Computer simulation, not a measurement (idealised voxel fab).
Documented hereafter: the process module known as voxel spacer lines.
Shown is cross-section cut, with a width of 140 nm and square cells of size 5 nm.
In this document a cross-section is written as a grid of square cells. It is given as a series of bands, listed from the top down, and a band is one or more rows of cells. First you get the band's top height and its bottom height, in nm, and then the materials it's made of, left to right, with each width in nm. If you see a single material with "edge to edge", that one covers the band edge to edge. "blank" is empty space. For the purposes of this specification, 0 denotes the height below which the wafer in its as-received condition is composed wholly of one material, and the lowermost band, lacking a lower limit, extends downward without end, as expressed in "0 nm and below". When a width is written as two numbers, as in "30 to 40", the first number is the width in the top row of cells of the band and the second is the width in its bottom row, and the width changes by the same amount from each row to the next. "no change occurred" for a step: no cell of the cross-section changed in that step. Look at "Enclosed voids" for the closed voids: empty spaces with no open path to the top, sized 8 cells or up. Each is width x height at distance, distance from the left edge, all nm. If you see something after the settings on a step's line, that's the simulator's own remark about that step. overlay nm: mask offset rightward from planned place, masked step; negative means leftward offset.
Planned process steps
1 RECEIVE,material Si
2 CONFORMAL_DEP,material SiO2,thk nm 5
3 DIRECTIONAL_DEP,material W,thk nm 20
4 DIRECTIONAL_DEP,material aC,thk nm 30
5 PATTERN,tone cover,mask id MANDREL,material resist,width nm 25,pitch nm 80,thk nm 40,overlay nm 0
6 DIRECTIONAL_ETCH,etch materials aC,depth nm 30
7 STRIP,etch materials resist
8 CONFORMAL_DEP,material SiN,thk nm 15
9 DIRECTIONAL_ETCH,etch materials SiN,depth nm 15
10 STRIP,etch materials aC
11 DIRECTIONAL_ETCH,etch materials W,depth nm 20
12 STRIP,etch materials SiN
13 FILL_DEP,material SiO2,thk nm 5
14 CMP,height nm 25
As received (post step 1): cross-section
  0 nm and below | Si edge to edge
  Enclosed voids: none
A wafer at the end: this start, this plan, one mistake
  25 nm to 5 nm | 5 of SiO2  15 of W  25 of SiO2  15 of W  25 of SiO2  15 of W  25 of SiO2  15 of W
  5 nm to 0 nm | SiO2 edge to edge
  0 nm and below | Si edge to edge
  Enclosed voids: none
The plan and the run diverged here: it should be noted that step 5 was executed with settings other than those planned, the operation and settings actually applied being PATTERN,tone cover,mask id MANDREL,material resist,width nm 25,pitch nm 80,thk nm 40,overlay nm 5
